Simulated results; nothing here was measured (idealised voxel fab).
process module | voxel capacitor over wiring
cross-section cut | 270 nm wide | cells 5 nm
A cross-section is a grid of square cells, given in bands from the top down. A band is one or more rows of cells.
Each band's line starts with the height of the band's top and of its bottom, in nm. Then come its materials from left to right, each with its width in nm. One material with "throughout" fills the band from edge to edge. "air" is empty space.
Height 0 is the level under which the wafer as received is all one material. The lowest band goes on downwards, as in "0 down".
A width such as "30 to 40" changes by the same amount from each row of cells to the next, from the band's top row to its bottom row.
"no change" after a step means that no cell of the cross-section changed.
closed voids: empty space of 8 cells or more with no open way to the top, each as width x height at its distance from the left edge, in nm
after a step's settings: what the simulator itself notes on the step
overlay nm, on a step with a mask: how far to the right of its planned place the mask lay; to the left if negative
plan
1 op RECEIVE | material Si
2 op CONFORMAL_DEP | material SiO2 | thk nm 15
3 op CONFORMAL_DEP | material SiCN | thk nm 5
4 op DIRECTIONAL_DEP | material SiO2 | thk nm 20
5 op PATTERN | tone open | mask id METAL_1 | material resist | width nm 30 | pitch nm 80 | thk nm 20 | overlay nm 0
6 op DIRECTIONAL_ETCH | etch materials SiO2 | depth nm 20
7 op DIRECTIONAL_ETCH | etch materials SiCN | depth nm 5
8 op STRIP | etch materials resist
9 op CONFORMAL_DEP | material TiN | thk nm 5
10 op FILL_DEP | material Cu | thk nm 5
11 op CMP | height nm 40
12 op EPI | material Ru | thk nm 5
13 op FILL_DEP | material SiCN | thk nm 5
14 op DIRECTIONAL_DEP | material lowk | thk nm 20
15 op PATTERN | tone open | mask id PLUG_1 | material resist | width nm 15 | thk nm 15 | overlay nm 0
16 op DIRECTIONAL_ETCH | etch materials lowk | depth nm 20
17 op DIRECTIONAL_ETCH | etch materials SiCN | depth nm 5
18 op STRIP | etch materials resist
19 op EPI | material Ru | thk nm 10
20 op EPI | material Ru | thk nm 10
21 op EPI | material Ru | thk nm 5
22 op DIRECTIONAL_DEP | material TiN | thk nm 5
23 op DIRECTIONAL_DEP | material Al2O3 | thk nm 5
24 op DIRECTIONAL_DEP | material TiN | thk nm 10
25 op DIRECTIONAL_DEP | material aC | thk nm 15
26 op PATTERN | tone cover | mask id UPPER_PLATE | material resist | width nm 55 | thk nm 35 | overlay nm 0
27 op DIRECTIONAL_ETCH | etch materials aC | depth nm 15
28 op STRIP | etch materials resist
29 op DIRECTIONAL_ETCH | etch materials TiN | depth nm 10
30 op DIRECTIONAL_ETCH | etch materials Al2O3 | depth nm 5
31 op STRIP | etch materials aC
32 op MASKED_ETCH | tone cover | mask id LOWER_PLATE | width nm 65 | etch materials TiN | depth nm 5 | overlay nm 0
33 op FILL_DEP | material SiO2 | thk nm 20
34 op CMP | height nm 105
35 op PATTERN | tone open | mask id PLUG_2 | material resist | width nm 15 | thk nm 15 | overlay nm 0
36 op DIRECTIONAL_ETCH | etch materials SiO2 | depth nm 15
37 op STRIP | etch materials resist
38 op CONFORMAL_DEP | material TiN | thk nm 5
39 op FILL_DEP | material W | thk nm 10
40 op CMP | height nm 105
41 op CONFORMAL_DEP | material SiN | thk nm 5
as received, after step 1
  0 down: Si throughout
  closed voids: none
a wafer at the end: this start, this plan, one mistake
  110 to 105: SiN throughout
  105 to 95: SiO2 105 | TiN 5 | W 5 | TiN 5 | SiO2 150
  95 to 90: SiO2 105 | TiN 15 | SiO2 150
  90 to 85: SiO2 throughout
  85 to 75: SiO2 95 | TiN 55 | SiO2 120
  75 to 70: SiO2 90 | TiN 65 | SiO2 115
  70 to 50: lowk 95 | Ru 15 | lowk 160
  50 to 45: SiCN 95 | Ru 15 | SiCN 160
  45 to 40: SiCN 75 | Ru 40 | SiCN 40 | Ru 40 | SiCN 75
  40 to 20: SiO2 80 | TiN 5 | Cu 20 | TiN 5 | SiO2 50 | TiN 5 | Cu 20 | TiN 5 | SiO2 80
  20 to 15: SiCN 80 | TiN 30 | SiCN 50 | TiN 30 | SiCN 80
  15 to 0: SiO2 throughout
  0 down: Si throughout
  closed voids: none
what went wrong: step 23 was left out
